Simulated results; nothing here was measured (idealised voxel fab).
Name of the process module below: voxel wiring stack
Cross-section cut spans 190 nm and uses square cells 5 nm in size.
Throughout this document, each cross-section is represented as a grid of square cells and is presented as a sequence of bands enumerated from the top downward, where a band comprises one or more rows of cells. Read a band's entry like this: the first values are the height of its top and the height of its bottom in nm, and what follows is the sequence of materials from left to right, each with its width in nm. Note that "air" is empty space, and that a single material marked "all across" reaches across the band from edge to edge. Heights are expressed relative to 0, this being the level below which the as-received wafer comprises one material exclusively. The lowest band is unbounded in the downward direction and is denoted as in "top 0, no bottom". Width "30..40": first value at the band's top row of cells, second value at its bottom row, equal change from row to row. For the purposes of this document, the phrase "no alteration" attached to a step denotes that no cell within the cross-section was modified by that step. Each empty space that has no open way to the top and spans at least 8 cells appears under "Unvented cavities" as width x height at distance, the distance counted from the left edge, all in nm. Past the settings on a step's line: simulator remark, on that step. A step line may carry the setting "overlay nm", which, for steps involving a mask, states the distance by which the mask lay to the right of its intended position; negative values denote displacement to the left.
This section lists the process steps that were planned:
| 1 | RECEIVE [material Si] |
| 2 | CONFORMAL_DEP [material SiO2] [thk nm 10] |
| 3 | CONFORMAL_DEP [material SiN] [thk nm 5] |
| 4 | DIRECTIONAL_DEP [material lowk] [thk nm 15] |
| 5 | DIRECTIONAL_DEP [material aC] [thk nm 10] |
| 6 | PATTERN [tone open] [mask id METAL_1] [material resist] [width nm 30] [pitch nm 60] [thk nm 30] [overlay nm 0] |
| 7 | DIRECTIONAL_ETCH [etch materials aC] [depth nm 10] |
| 8 | STRIP [etch materials resist] |
| 9 | DIRECTIONAL_ETCH [etch materials lowk] [depth nm 15] |
| 10 | DIRECTIONAL_ETCH [etch materials SiN] [depth nm 5] |
| 11 | STRIP [etch materials aC] |
| 12 | CONFORMAL_DEP [material TiN] [thk nm 5] |
| 13 | FILL_DEP [material Cu] [thk nm 10] |
| 14 | CMP [height nm 30] |
| 15 | EPI [material Ru] [thk nm 5] |
| 16 | FILL_DEP [material SiCN] [thk nm 5] |
| 17 | DIRECTIONAL_DEP [material SiO2] [thk nm 15] |
| 18 | PATTERN [tone open] [mask id PLUG_1] [material resist] [width nm 15] [pitch nm 60] [thk nm 20] [overlay nm 0] |
| 19 | DIRECTIONAL_ETCH [etch materials SiO2] [depth nm 15] |
| 20 | DIRECTIONAL_ETCH [etch materials SiCN] [depth nm 5] |
| 21 | STRIP [etch materials resist] |
| 22 | CONFORMAL_DEP [material TiN] [thk nm 5] |
| 23 | FILL_DEP [material Ru] [thk nm 10] |
| 24 | CMP [height nm 55] |
| 25 | DIRECTIONAL_DEP [material TiN] [thk nm 5] |
| 26 | DIRECTIONAL_DEP [material W] [thk nm 20] |
| 27 | MASKED_ETCH [tone cover] [mask id METAL_2] [width nm 30] [pitch nm 60] [etch materials W] [depth nm 20] [overlay nm 0] |
| 28 | MASKED_ETCH [tone cover] [mask id METAL_2] [width nm 30] [pitch nm 60] [etch materials TiN] [depth nm 5] [overlay nm 0] |
| 29 | FILL_DEP [material SiO2] [thk nm 5] |
| 30 | CMP [height nm 80] |
| 31 | CONFORMAL_DEP [material SiCN] [thk nm 5] |
As-received state of the wafer in cross-section, equivalent to post-step 1:
- top 0, no bottom = Si all across
- Unvented cavities: none
End-of-module XS, first of two wafers, run as planned:
- top 85, bottom 80 = SiCN all across
- top 80, bottom 60 = 20 nm SiO2; 30 nm W; 30 nm SiO2; 30 nm W; 30 nm SiO2; 30 nm W; 20 nm SiO2
- top 60, bottom 55 = 20 nm SiO2; 30 nm TiN; 30 nm SiO2; 30 nm TiN; 30 nm SiO2; 30 nm TiN; 20 nm SiO2
- top 55, bottom 40 = 20 nm SiO2; 5 nm TiN; 5 nm Ru; 5 nm TiN; 45 nm SiO2; 5 nm TiN; 5 nm Ru; 5 nm TiN; 45 nm SiO2; 5 nm TiN; 5 nm Ru; 5 nm TiN; 35 nm SiO2
- top 40, bottom 35 = 20 nm SiCN; 15 nm TiN; 45 nm SiCN; 15 nm TiN; 45 nm SiCN; 15 nm TiN; 35 nm SiCN
- top 35, bottom 30 = 15 nm SiCN; 40 nm Ru; 20 nm SiCN; 40 nm Ru; 20 nm SiCN; 40 nm Ru; 15 nm SiCN
- top 30, bottom 15 = 20 nm lowk; 5 nm TiN; 20 nm Cu; 5 nm TiN; 30 nm lowk; 5 nm TiN; 20 nm Cu; 5 nm TiN; 30 nm lowk; 5 nm TiN; 20 nm Cu; 5 nm TiN; 20 nm lowk
- top 15, bottom 10 = 20 nm SiN; 30 nm TiN; 30 nm SiN; 30 nm TiN; 30 nm SiN; 30 nm TiN; 20 nm SiN
- top 10, bottom 0 = SiO2 all across
- top 0, no bottom = Si all across
- Unvented cavities: none
Second wafer through the module, sectioned at the end: same beginning and same plan as the first wafer, with one mistake in carrying it out:
- top 85, bottom 80 = SiCN all across
- top 80, bottom 60 = 20 nm SiO2; 30 nm W; 30 nm SiO2; 30 nm W; 30 nm SiO2; 30 nm W; 20 nm SiO2
- top 60, bottom 55 = 20 nm SiO2; 30 nm TiN; 30 nm SiO2; 30 nm TiN; 30 nm SiO2; 30 nm TiN; 20 nm SiO2
- top 55, bottom 50 = 25 nm TiN; 5 nm Ru; 55 nm TiN; 5 nm Ru; 55 nm TiN; 5 nm Ru; 40 nm TiN
- top 50, bottom 40 = 20 nm SiO2; 5 nm TiN; 5 nm Ru; 5 nm TiN; 45 nm SiO2; 5 nm TiN; 5 nm Ru; 5 nm TiN; 45 nm SiO2; 5 nm TiN; 5 nm Ru; 5 nm TiN; 35 nm SiO2
- top 40, bottom 35 = 20 nm SiCN; 15 nm TiN; 45 nm SiCN; 15 nm TiN; 45 nm SiCN; 15 nm TiN; 35 nm SiCN
- top 35, bottom 30 = 15 nm SiCN; 40 nm Ru; 20 nm SiCN; 40 nm Ru; 20 nm SiCN; 40 nm Ru; 15 nm SiCN
- top 30, bottom 15 = 20 nm lowk; 5 nm TiN; 20 nm Cu; 5 nm TiN; 30 nm lowk; 5 nm TiN; 20 nm Cu; 5 nm TiN; 30 nm lowk; 5 nm TiN; 20 nm Cu; 5 nm TiN; 20 nm lowk
- top 15, bottom 10 = 20 nm SiN; 30 nm TiN; 30 nm SiN; 30 nm TiN; 30 nm SiN; 30 nm TiN; 20 nm SiN
- top 10, bottom 0 = SiO2 all across
- top 0, no bottom = Si all across
- Unvented cavities: none
Run error: contrary to plan, step 17 was performed as DIRECTIONAL_DEP [material SiO2] [thk nm 10]
Count the cells at the end and the second wafer has more or fewer of some materials than the first: -29 SiO2, +29 TiN
